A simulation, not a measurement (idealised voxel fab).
Process module under the name voxel quadruple lines
It is cross-section cut that appears here, measuring 225 nm in width, its square cells being 5 nm in size.
Cross-section = grid of square cells, listed top down in bands; band = one or more rows. Heights first: top, then bottom, in nm. Then materials, left to right, each with a width in nm. "edge to edge" on a single material: fills the band edge to edge. "empty": empty space. Heights are reckoned from 0. Under this level, the received wafer is all of one material. The bottommost band is open-ended downward, for example "top 0, no bottom". Note: "30..40" means the width goes from the first number (top row of the band) to the second number (bottom row) in equal steps per row of cells. Given "remained unchanged" for a step, no cell of the cross-section differs between before and after that step. Under "Cavities, sealed" you'll find the enclosed gaps, the ones with no way out to the top, that are 8 cells or bigger; each reads width x height at distance, with distance counted from the left edge, everything in nm. That trailing text on a step's line, after the settings, is the simulator's own remark on the step. "overlay nm" denotes, for a step that has a mask, the displacement of the mask to the right of its planned place, with negative values corresponding to the left.

[The process steps that were planned are listed below]
1,RECEIVE [material Si]
2,CONFORMAL_DEP [material Al2O3] [thk nm 5]
3,DIRECTIONAL_DEP [material TiN] [thk nm 15]
4,DIRECTIONAL_DEP [material polySi] [thk nm 20]
5,DIRECTIONAL_DEP [material aC] [thk nm 25]
6,PATTERN [tone cover] [mask id MANDREL] [material resist] [width nm 25] [pitch nm 80] [thk nm 35] [overlay nm 0]
7,DIRECTIONAL_ETCH [etch materials aC] [depth nm 25]
8,STRIP [etch materials resist]
9,CONFORMAL_DEP [material SiO2] [thk nm 15]
10,DIRECTIONAL_ETCH [etch materials SiO2] [depth nm 15]
11,STRIP [etch materials aC]
12,DIRECTIONAL_ETCH [etch materials polySi] [depth nm 20]
13,STRIP [etch materials SiO2]
14,CONFORMAL_DEP [material SiCN] [thk nm 5]
15,DIRECTIONAL_ETCH [etch materials SiCN] [depth nm 5]
16,STRIP [etch materials polySi]
17,DIRECTIONAL_ETCH [etch materials TiN] [depth nm 15]
18,STRIP [etch materials SiCN]
19,FILL_DEP [material SiO2] [thk nm 10]
20,CMP [height nm 20]

[The first wafer of two, processed as planned]

[Cross-section of the wafer upon arrival, representing the state reached after step 1]
	top 0, no bottom: Si edge to edge
	Cavities, sealed: none

[Step 2 complete: cross-section through the wafer]
	top 5, bottom 0: Al2O3 edge to edge
	Lower than 0, everything is as it was.

[Step 3 complete: cross-section through the wafer]
	top 20, bottom 5: TiN edge to edge
	Lower than 5, everything is as it was.

[Step 4 complete: cross-section through the wafer]
	top 40, bottom 20: polySi edge to edge
	Lower than 20, everything is as it was.

[Step 5 complete: cross-section through the wafer]
	top 65, bottom 40: aC edge to edge
	Lower than 40, everything is as it was.

[Step 6 complete: cross-section through the wafer]
	top 100, bottom 65: empty: 60 / resist: 25 / empty: 55 / resist: 25 / empty: 60
	Lower than 65, everything is as it was.

[Step 7 complete: cross-section through the wafer]
	top 75, bottom 65: empty: 60 / resist: 25 / empty: 55 / resist: 25 / empty: 60
	top 65, bottom 40: empty: 60 / aC: 25 / empty: 55 / aC: 25 / empty: 60
	Lower than 40, everything is as it was.

[Step 8 complete: cross-section through the wafer]
	top 65, bottom 40: empty: 60 / aC: 25 / empty: 55 / aC: 25 / empty: 60
	Lower than 40, everything is as it was.

[Step 9 complete: cross-section through the wafer]
	top 80, bottom 65: empty: 45 / SiO2: 55 / empty: 25 / SiO2: 55 / empty: 45
	top 65, bottom 55: empty: 45 / SiO2: 15 / aC: 25 / SiO2: 15 / empty: 25 / SiO2: 15 / aC: 25 / SiO2: 15 / empty: 45
	top 55, bottom 40: SiO2: 60 / aC: 25 / SiO2: 55 / aC: 25 / SiO2: 60
	Lower than 40, everything is as it was.

[Step 10 complete: cross-section through the wafer]
	top 65, bottom 40: empty: 45 / SiO2: 15 / aC: 25 / SiO2: 15 / empty: 25 / SiO2: 15 / aC: 25 / SiO2: 15 / empty: 45
	Lower than 40, everything is as it was.

[Step 11 complete: cross-section through the wafer]
	top 65, bottom 40: empty: 45 / SiO2: 15 / empty: 25 / SiO2: 15 / empty: 25 / SiO2: 15 / empty: 25 / SiO2: 15 / empty: 45
	Lower than 40, everything is as it was.

[Step 12 complete: cross-section through the wafer]
	top 65, bottom 40: empty: 45 / SiO2: 15 / empty: 25 / SiO2: 15 / empty: 25 / SiO2: 15 / empty: 25 / SiO2: 15 / empty: 45
	top 40, bottom 20: empty: 45 / polySi: 15 / empty: 25 / polySi: 15 / empty: 25 / polySi: 15 / empty: 25 / polySi: 15 / empty: 45
	Lower than 20, everything is as it was.

[Step 13 complete: cross-section through the wafer]
	top 40, bottom 20: empty: 45 / polySi: 15 / empty: 25 / polySi: 15 / empty: 25 / polySi: 15 / empty: 25 / polySi: 15 / empty: 45
	Lower than 20, everything is as it was.

[Step 14 complete: cross-section through the wafer]
	top 45, bottom 40: empty: 40 / SiCN: 25 / empty: 15 / SiCN: 25 / empty: 15 / SiCN: 25 / empty: 15 / SiCN: 25 / empty: 40
	top 40, bottom 25: empty: 40 / SiCN: 5 / polySi: 15 / SiCN: 5 / empty: 15 / SiCN: 5 / polySi: 15 / SiCN: 5 / empty: 15 / SiCN: 5 / polySi: 15 / SiCN: 5 / empty: 15 / SiCN: 5 / polySi: 15 / SiCN: 5 / empty: 40
	top 25, bottom 20: SiCN: 45 / polySi: 15 / SiCN: 25 / polySi: 15 / SiCN: 25 / polySi: 15 / SiCN: 25 / polySi: 15 / SiCN: 45
	Lower than 20, everything is as it was.

[Step 15 complete: cross-section through the wafer]
	top 40, bottom 20: empty: 40 / SiCN: 5 / polySi: 15 / SiCN: 5 / empty: 15 / SiCN: 5 / polySi: 15 / SiCN: 5 / empty: 15 / SiCN: 5 / polySi: 15 / SiCN: 5 / empty: 15 / SiCN: 5 / polySi: 15 / SiCN: 5 / empty: 40
	Lower than 20, everything is as it was.

[Step 16 complete: cross-section through the wafer]
	top 40, bottom 20: empty: 40 / SiCN: 5 / empty: 15 / SiCN: 5 / empty: 15 / SiCN: 5 / empty: 15 / SiCN: 5 / empty: 15 / SiCN: 5 / empty: 15 / SiCN: 5 / empty: 15 / SiCN: 5 / empty: 15 / SiCN: 5 / empty: 40
	Lower than 20, everything is as it was.

[Step 17 complete: cross-section through the wafer]
	top 40, bottom 20: empty: 40 / SiCN: 5 / empty: 15 / SiCN: 5 / empty: 15 / SiCN: 5 / empty: 15 / SiCN: 5 / empty: 15 / SiCN: 5 / empty: 15 / SiCN: 5 / empty: 15 / SiCN: 5 / empty: 15 / SiCN: 5 / empty: 40
	top 20, bottom 5: empty: 40 / TiN: 5 / empty: 15 / TiN: 5 / empty: 15 / TiN: 5 / empty: 15 / TiN: 5 / empty: 15 / TiN: 5 / empty: 15 / TiN: 5 / empty: 15 / TiN: 5 / empty: 15 / TiN: 5 / empty: 40
	Lower than 5, everything is as it was.

[Step 18 complete: cross-section through the wafer]
	top 20, bottom 5: empty: 40 / TiN: 5 / empty: 15 / TiN: 5 / empty: 15 / TiN: 5 / empty: 15 / TiN: 5 / empty: 15 / TiN: 5 / empty: 15 / TiN: 5 / empty: 15 / TiN: 5 / empty: 15 / TiN: 5 / empty: 40
	Lower than 5, everything is as it was.

[Step 19 complete: cross-section through the wafer]
	top 30, bottom 20: SiO2 edge to edge
	top 20, bottom 5: SiO2: 40 / TiN: 5 / SiO2: 15 / TiN: 5 / SiO2: 15 / TiN: 5 / SiO2: 15 / TiN: 5 / SiO2: 15 / TiN: 5 / SiO2: 15 / TiN: 5 / SiO2: 15 / TiN: 5 / SiO2: 15 / TiN: 5 / SiO2: 40
	Lower than 5, everything is as it was.

[Step 20 complete: cross-section through the wafer]
	top 20, bottom 5: SiO2: 40 / TiN: 5 / SiO2: 15 / TiN: 5 / SiO2: 15 / TiN: 5 / SiO2: 15 / TiN: 5 / SiO2: 15 / TiN: 5 / SiO2: 15 / TiN: 5 / SiO2: 15 / TiN: 5 / SiO2: 15 / TiN: 5 / SiO2: 40
	Lower than 5, everything is as it was.

[It is to be noted that the second wafer proceeded from the same initial state and according to the same plan as the first, although one mistake was committed in its execution; through step 17, inclusive, the two wafers share an identical history]

[Second wafer, cut view, end of step 18 per plan]
	top 20, bottom 5: empty: 40 / TiN: 5 / empty: 15 / TiN: 5 / empty: 15 / TiN: 5 / empty: 15 / TiN: 5 / empty: 15 / TiN: 5 / empty: 15 / TiN: 5 / empty: 15 / TiN: 5 / empty: 15 / TiN: 5 / empty: 40
	Lower than 5, everything is as it was.

[Second wafer, cut view, end of step 19 per plan]
	top 30, bottom 20: SiO2 edge to edge
	top 20, bottom 5: SiO2: 40 / TiN: 5 / SiO2: 15 / TiN: 5 / SiO2: 15 / TiN: 5 / SiO2: 15 / TiN: 5 / SiO2: 15 / TiN: 5 / SiO2: 15 / TiN: 5 / SiO2: 15 / TiN: 5 / SiO2: 15 / TiN: 5 / SiO2: 40
	Lower than 5, everything is as it was.

[Second wafer, cut view, end of step 20 per plan]
	top 20, bottom 5: SiO2: 40 / TiN: 5 / SiO2: 15 / TiN: 5 / SiO2: 15 / TiN: 5 / SiO2: 15 / TiN: 5 / SiO2: 15 / TiN: 5 / SiO2: 15 / TiN: 5 / SiO2: 15 / TiN: 5 / SiO2: 15 / TiN: 5 / SiO2: 40
	Lower than 5, everything is as it was.
Here's what went sideways: plan step 18 was conducted twice
Since the two wafers finish with cross-sections that are the same, nothing this model computes is changed by the mistake.
